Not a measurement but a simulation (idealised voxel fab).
Process module name: voxel capacitor over wiring
The figure presents cross-section cut, which has a width of 155 nm and is divided into square cells with an edge length of 5 nm.
Reading order for cross-sections: top band down to bottom band. Underlying form: a grid of square cells. Band size: one or more rows of cells.
A band entry consists of two parts. The first gives the height of the band's top and the height of its bottom, in nm. The rest lists the band's materials from left to right, each with its width in nm. A single material labelled with the word "everywhere" fills the band from edge to edge, and the word "empty" marks empty space.
For the purposes of this specification, 0 denotes the height below which the wafer in its as-received condition is composed wholly of one material, and the lowermost band, lacking a lower limit, extends downward without end, as expressed in "0 nm and below".
A two-number width, for instance "30 to 40", indicates that the width is equal to the first number in the top row of the band and to the second number in the bottom row, and that it changes by a constant amount per row of cells.
"remained unchanged", as given for a step, is the statement that not any cell of the cross-section underwent a change during that step.
The entry titled "Enclosed void listing" provides the empty spaces that have no open way to the top, restricted to those of 8 cells or more. Each is presented as width x height at distance, the distance being measured from the left edge, with all three in nm.
It should be noted that, on the line of a given step, the content following the step's settings is a remark produced by the simulator itself with respect to that step.
What "overlay nm" on a step's line means: if the step has a mask, that mask lay this far to the right of its planned place, or, when the value is negative, to the left.

Process steps foreseen in the plan
1 RECEIVE, material Si
2 CONFORMAL_DEP, material SiO2, thk nm 15
3 CONFORMAL_DEP, material SiN, thk nm 5
4 DIRECTIONAL_DEP, material SiO2, thk nm 15
5 PATTERN, tone open, mask id METAL_1, material resist, width nm 30, pitch nm 85, thk nm 20, overlay nm 0
6 DIRECTIONAL_ETCH, etch materials SiO2, depth nm 15
7 DIRECTIONAL_ETCH, etch materials SiN, depth nm 5
8 STRIP, etch materials resist
9 CONFORMAL_DEP, material TiN, thk nm 5
10 FILL_DEP, material W, thk nm 10
11 CMP, height nm 35
12 CONFORMAL_DEP, material SiCN, thk nm 5
13 DIRECTIONAL_DEP, material SiO2, thk nm 10
14 DIRECTIONAL_DEP, material aC, thk nm 15
15 PATTERN, tone open, mask id PLUG_1, material resist, width nm 15, thk nm 30, overlay nm 0
16 DIRECTIONAL_ETCH, etch materials aC, depth nm 15
17 STRIP, etch materials resist
18 DIRECTIONAL_ETCH, etch materials SiO2, depth nm 10
19 DIRECTIONAL_ETCH, etch materials SiCN, depth nm 5
20 STRIP, etch materials aC
21 EPI, material Ru, thk nm 10
22 EPI, material Ru, thk nm 5
23 DIRECTIONAL_DEP, material TiN, thk nm 10
24 DIRECTIONAL_DEP, material Al2O3, thk nm 5
25 DIRECTIONAL_DEP, material TiN, thk nm 5
26 MASKED_ETCH, tone cover, mask id UPPER_PLATE, width nm 60, etch materials TiN, depth nm 5, overlay nm 0
27 MASKED_ETCH, tone cover, mask id UPPER_PLATE, width nm 60, etch materials Al2O3, depth nm 5, overlay nm 0
28 PATTERN, tone cover, mask id LOWER_PLATE, material resist, width nm 70, thk nm 20, overlay nm 0
29 DIRECTIONAL_ETCH, etch materials TiN, depth nm 10
30 STRIP, etch materials resist
31 FILL_DEP, material SiO2, thk nm 20
32 CMP, height nm 85
33 PATTERN, tone open, mask id PLUG_2, material resist, width nm 15, thk nm 15, overlay nm 0
34 DIRECTIONAL_ETCH, etch materials SiO2, depth nm 15
35 STRIP, etch materials resist
36 CONFORMAL_DEP, material TiN, thk nm 5
37 FILL_DEP, material Ru, thk nm 5
38 CMP, height nm 85
39 CONFORMAL_DEP, material SiCN, thk nm 5

Shown in cross-section is the wafer as received, that is, as it stands after step 1
* 0 nm and below: Si everywhere
* Enclosed void listing: none

a wafer at the end: this start, this plan, one mistake
* 90 nm to 85 nm: SiCN everywhere
* 85 nm to 75 nm: SiO2 45 / TiN 5 / Ru 5 / TiN 5 / SiO2 95
* 75 nm to 70 nm: SiO2 45 / TiN 15 / SiO2 95
* 70 nm to 65 nm: SiO2 35 / Al2O3 60 / SiO2 60
* 65 nm to 55 nm: SiO2 30 / TiN 70 / SiO2 55
* 55 nm to 50 nm: TiN everywhere
* 50 nm to 40 nm: SiO2 35 / Ru 15 / SiO2 105
* 40 nm to 35 nm: SiCN 35 / Ru 15 / SiCN 105
* 35 nm to 20 nm: SiO2 20 / TiN 5 / W 20 / TiN 5 / SiO2 55 / TiN 5 / W 20 / TiN 5 / SiO2 20
* 20 nm to 15 nm: SiN 20 / TiN 30 / SiN 55 / TiN 30 / SiN 20
* 15 nm to 0 nm: SiO2 everywhere
* 0 nm and below: Si everywhere
* Enclosed void listing: none
In executing the process, a mistake was made relative to the plan: swap of plan steps 24 and 25 during execution
